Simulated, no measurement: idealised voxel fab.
Process module, titled voxel air gaps
Each square cell in cross-section cut measures 5 nm, and the section as a whole is 180 nm wide.
Format of a cross-section: grid, square cells. Given as bands. Order: top down. Band: one or more rows of cells.
Per band: top height and bottom height in nm, followed by the left-to-right materials and their widths in nm; "everywhere" marks a single material spanning edge to edge, "blank" marks empty space.
Height datum 0, below which the as-received substrate wafer is one material. Lowest band open at the bottom, running downward: "0 and below".
You'd read "30..40" like this: the band's top row of cells is as wide as the first number, its bottom row is as wide as the second, and going down, every row changes width by the same amount as the row before did.
Where a step carries "all unchanged", the cross-section came out of it unchanged, cell for cell.
Closed empty spaces (no open way to the top) of 8 cells or more are what "Closed internal voids" lists, each as width x height at distance from the left edge, nm for all three.
Formally, on a step line, whatever follows the settings is a remark that the simulator itself makes on the step.
The optional step-line setting "overlay nm" applies to steps with a mask and quantifies how far to the right of its planned location the mask lay, a negative value indicating leftward placement.

**So here's the lineup of process steps we planned**
1,RECEIVE,material Si
2,CONFORMAL_DEP,material SiO2,thk nm 10
3,CONFORMAL_DEP,material SiN,thk nm 5
4,DIRECTIONAL_DEP,material SiO2,thk nm 40
5,MASKED_ETCH,tone open,mask id LINES,width nm 25,pitch nm 55,etch materials SiO2,depth nm 40,overlay nm -5
6,CONFORMAL_DEP,material TiN,thk nm 5
7,FILL_DEP,material Ru,thk nm 10
8,CMP,height nm 55
9,EPI,material Ru,thk nm 10
10,SELECTIVE_ETCH,etch materials SiO2,depth nm 50
11,CONFORMAL_DEP,material SiCN,thk nm 5
The wafers in this document start out alike and differ in the overlay nm applied at step 5; the plan shows the value used for the first wafer.

**Cross-section of the first of several received wafers, showing its state after step 1**
    0 and below: Si everywhere
    Closed internal voids: none

**What follows is a table in which each wafer occupies a row; for the wafer as it stands at the close of the module, the row states, material by material, how many cells have been gained (+) or lost (-) since receipt, and then gives its closed voids**
overlay nm -5 | +117 Ru | +120 SiCN | +36 SiN | +72 SiO2 | +57 TiN | Closed internal voids: 10 x 30 at 0; 20 x 30 at 45; 20 x 30 at 100
overlay nm 0 | +117 Ru | +120 SiCN | +36 SiN | +72 SiO2 | +57 TiN | Closed internal voids: 20 x 30 at 50; 20 x 30 at 105
overlay nm 5 | +117 Ru | +120 SiCN | +36 SiN | +72 SiO2 | +57 TiN | Closed internal voids: 20 x 30 at 55; 20 x 30 at 110
overlay nm 10 | +117 Ru | +120 SiCN | +36 SiN | +72 SiO2 | +57 TiN | Closed internal voids: 20 x 30 at 60; 20 x 30 at 115; 10 x 30 at 170
